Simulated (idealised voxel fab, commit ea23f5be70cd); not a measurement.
process module | voxel self aligned vias
cross-section cut | 285 nm wide | cells 5 nm
A cross-section is a grid of square cells, given in bands from the top down. A band is one or more rows of cells.
Each band's line starts with the height of the band's top and of its bottom, in nm. Then come its materials from left to right, each with its width in nm. One material with "throughout" fills the band from edge to edge. "air" is empty space.
Height 0 is the level under which the wafer as received is all one material. The lowest band goes on downwards, as in "0 down".
A width such as "30 to 40" changes by the same amount from each row of cells to the next, from the band's top row to its bottom row.
"no change" after a step means that no cell of the cross-section changed.
closed voids: empty space of 8 cells or more with no open way to the top, each as width x height at its distance from the left edge, in nm
after a step's settings: what the simulator itself notes on the step
overlay nm, on a step with a mask: how far to the right of its planned place the mask lay; to the left if negative
plan
1 op RECEIVE | material Si
2 op CONFORMAL_DEP | material SiO2 | thk nm 15
3 op CONFORMAL_DEP | material SiCN | thk nm 5
4 op DIRECTIONAL_DEP | material lowk | thk nm 25
5 op MASKED_ETCH | tone open | mask id LINES | width nm 30 | pitch nm 60 | etch materials lowk | depth nm 25 | overlay nm 0
6 op CONFORMAL_DEP | material TiN | thk nm 5
7 op FILL_DEP | material W | thk nm 10
8 op CMP | height nm 45
9 op SELECTIVE_ETCH | etch materials W Ru TiN | depth nm 5
10 op FILL_DEP | material SiN | thk nm 5
11 op CMP | height nm 45
12 op DIRECTIONAL_DEP | material lowk | thk nm 20
13 op MASKED_ETCH | tone open | mask id VIAS | width nm 40 | pitch nm 60 | etch materials lowk | depth nm 20 | overlay nm 0
14 op MASKED_ETCH | tone open | mask id VIAS | width nm 40 | pitch nm 60 | etch materials SiN | depth nm 5 | overlay nm 0
15 op CONFORMAL_DEP | material TiN | thk nm 5
16 op FILL_DEP | material Cu | thk nm 5
17 op CMP | height nm 65
18 op CONFORMAL_DEP | material SiCN | thk nm 5
first wafer, as planned
as received, after step 1
  0 down: Si throughout
  closed voids: none
after step 2
  15 to 0: SiO2 throughout
  below 0: unchanged
after step 3
  20 to 15: SiCN throughout
  below 15: unchanged
after step 4
  45 to 20: lowk throughout
  below 20: unchanged
after step 5
  45 to 20: lowk 65 | air 30 | lowk 30 | air 30 | lowk 30 | air 30 | lowk 70
  below 20: unchanged
after step 6
  50 to 45: TiN 70 | air 20 | TiN 40 | air 20 | TiN 40 | air 20 | TiN 75
  45 to 25: lowk 65 | TiN 5 | air 20 | TiN 5 | lowk 30 | TiN 5 | air 20 | TiN 5 | lowk 30 | TiN 5 | air 20 | TiN 5 | lowk 70
  25 to 20: lowk 65 | TiN 30 | lowk 30 | TiN 30 | lowk 30 | TiN 30 | lowk 70
  below 20: unchanged
after step 7
  60 to 50: W throughout
  50 to 45: TiN 70 | W 20 | TiN 40 | W 20 | TiN 40 | W 20 | TiN 75
  45 to 25: lowk 65 | TiN 5 | W 20 | TiN 5 | lowk 30 | TiN 5 | W 20 | TiN 5 | lowk 30 | TiN 5 | W 20 | TiN 5 | lowk 70
  below 25: unchanged
after step 8
  45 to 25: lowk 65 | TiN 5 | W 20 | TiN 5 | lowk 30 | TiN 5 | W 20 | TiN 5 | lowk 30 | TiN 5 | W 20 | TiN 5 | lowk 70
  below 25: unchanged
after step 9
  45 to 40: lowk 65 | air 30 | lowk 30 | air 30 | lowk 30 | air 30 | lowk 70
  below 40: unchanged
after step 10
  50 to 45: SiN throughout
  45 to 40: lowk 65 | SiN 30 | lowk 30 | SiN 30 | lowk 30 | SiN 30 | lowk 70
  below 40: unchanged
after step 11
  45 to 40: lowk 65 | SiN 30 | lowk 30 | SiN 30 | lowk 30 | SiN 30 | lowk 70
  below 40: unchanged
after step 12
  65 to 45: lowk throughout
  below 45: unchanged
after step 13
  65 to 45: lowk 60 | air 40 | lowk 20 | air 40 | lowk 20 | air 40 | lowk 65
  below 45: unchanged
after step 14
  65 to 45: lowk 60 | air 40 | lowk 20 | air 40 | lowk 20 | air 40 | lowk 65
  45 to 40: lowk 65 | air 30 | lowk 30 | air 30 | lowk 30 | air 30 | lowk 70
  below 40: unchanged
after step 15
  70 to 65: TiN 65 | air 30 | TiN 30 | air 30 | TiN 30 | air 30 | TiN 70
  65 to 50: lowk 60 | TiN 5 | air 30 | TiN 5 | lowk 20 | TiN 5 | air 30 | TiN 5 | lowk 20 | TiN 5 | air 30 | TiN 5 | lowk 65
  50 to 45: lowk 60 | TiN 10 | air 20 | TiN 10 | lowk 20 | TiN 10 | air 20 | TiN 10 | lowk 20 | TiN 10 | air 20 | TiN 10 | lowk 65
  45 to 40: lowk 65 | TiN 30 | lowk 30 | TiN 30 | lowk 30 | TiN 30 | lowk 70
  below 40: unchanged
after step 16
  75 to 70: Cu throughout
  70 to 65: TiN 65 | Cu 30 | TiN 30 | Cu 30 | TiN 30 | Cu 30 | TiN 70
  65 to 50: lowk 60 | TiN 5 | Cu 30 | TiN 5 | lowk 20 | TiN 5 | Cu 30 | TiN 5 | lowk 20 | TiN 5 | Cu 30 | TiN 5 | lowk 65
  50 to 45: lowk 60 | TiN 10 | Cu 20 | TiN 10 | lowk 20 | TiN 10 | Cu 20 | TiN 10 | lowk 20 | TiN 10 | Cu 20 | TiN 10 | lowk 65
  below 45: unchanged
after step 17
  65 to 50: lowk 60 | TiN 5 | Cu 30 | TiN 5 | lowk 20 | TiN 5 | Cu 30 | TiN 5 | lowk 20 | TiN 5 | Cu 30 | TiN 5 | lowk 65
  below 50: unchanged
after step 18
  70 to 65: SiCN throughout
  below 65: unchanged
second wafer: like start, like plan, one mistake. Through step 4 it matches the first wafer
when step 5 should have ended
  45 to 20: lowk 60 | air 40 | lowk 20 | air 40 | lowk 20 | air 40 | lowk 65
  below 20: unchanged
when step 6 should have ended
  50 to 45: TiN 65 | air 30 | TiN 30 | air 30 | TiN 30 | air 30 | TiN 70
  45 to 25: lowk 60 | TiN 5 | air 30 | TiN 5 | lowk 20 | TiN 5 | air 30 | TiN 5 | lowk 20 | TiN 5 | air 30 | TiN 5 | lowk 65
  25 to 20: lowk 60 | TiN 40 | lowk 20 | TiN 40 | lowk 20 | TiN 40 | lowk 65
  below 20: unchanged
when step 7 should have ended
  60 to 50: W throughout
  50 to 45: TiN 65 | W 30 | TiN 30 | W 30 | TiN 30 | W 30 | TiN 70
  45 to 25: lowk 60 | TiN 5 | W 30 | TiN 5 | lowk 20 | TiN 5 | W 30 | TiN 5 | lowk 20 | TiN 5 | W 30 | TiN 5 | lowk 65
  below 25: unchanged
when step 8 should have ended
  45 to 25: lowk 60 | TiN 5 | W 30 | TiN 5 | lowk 20 | TiN 5 | W 30 | TiN 5 | lowk 20 | TiN 5 | W 30 | TiN 5 | lowk 65
  below 25: unchanged
when step 9 should have ended
  45 to 40: lowk 60 | air 40 | lowk 20 | air 40 | lowk 20 | air 40 | lowk 65
  below 40: unchanged
when step 10 should have ended
  50 to 45: SiN throughout
  45 to 40: lowk 60 | SiN 40 | lowk 20 | SiN 40 | lowk 20 | SiN 40 | lowk 65
  below 40: unchanged
when step 11 should have ended
  45 to 40: lowk 60 | SiN 40 | lowk 20 | SiN 40 | lowk 20 | SiN 40 | lowk 65
  below 40: unchanged
when step 12 should have ended
  65 to 45: lowk throughout
  below 45: unchanged
when step 13 should have ended
  65 to 45: lowk 60 | air 40 | lowk 20 | air 40 | lowk 20 | air 40 | lowk 65
  below 45: unchanged
when step 14 should have ended
  65 to 40: lowk 60 | air 40 | lowk 20 | air 40 | lowk 20 | air 40 | lowk 65
  below 40: unchanged
when step 15 should have ended
  70 to 65: TiN 65 | air 30 | TiN 30 | air 30 | TiN 30 | air 30 | TiN 70
  65 to 45: lowk 60 | TiN 5 | air 30 | TiN 5 | lowk 20 | TiN 5 | air 30 | TiN 5 | lowk 20 | TiN 5 | air 30 | TiN 5 | lowk 65
  45 to 40: lowk 60 | TiN 40 | lowk 20 | TiN 40 | lowk 20 | TiN 40 | lowk 65
  below 40: unchanged
when step 16 should have ended
  75 to 70: Cu throughout
  70 to 65: TiN 65 | Cu 30 | TiN 30 | Cu 30 | TiN 30 | Cu 30 | TiN 70
  65 to 45: lowk 60 | TiN 5 | Cu 30 | TiN 5 | lowk 20 | TiN 5 | Cu 30 | TiN 5 | lowk 20 | TiN 5 | Cu 30 | TiN 5 | lowk 65
  below 45: unchanged
when step 17 should have ended
  65 to 45: lowk 60 | TiN 5 | Cu 30 | TiN 5 | lowk 20 | TiN 5 | Cu 30 | TiN 5 | lowk 20 | TiN 5 | Cu 30 | TiN 5 | lowk 65
  below 45: unchanged
when step 18 should have ended
  70 to 65: SiCN throughout
  below 65: unchanged
what went wrong: step 5 ran as: op MASKED_ETCH | tone open | mask id LINES | width nm 40 | pitch nm 60 | etch materials lowk | depth nm 25 | overlay nm 0
at the end the second wafer has, in cells: 6 more of Cu | 6 more of TiN | 18 more of W | 30 fewer of lowk
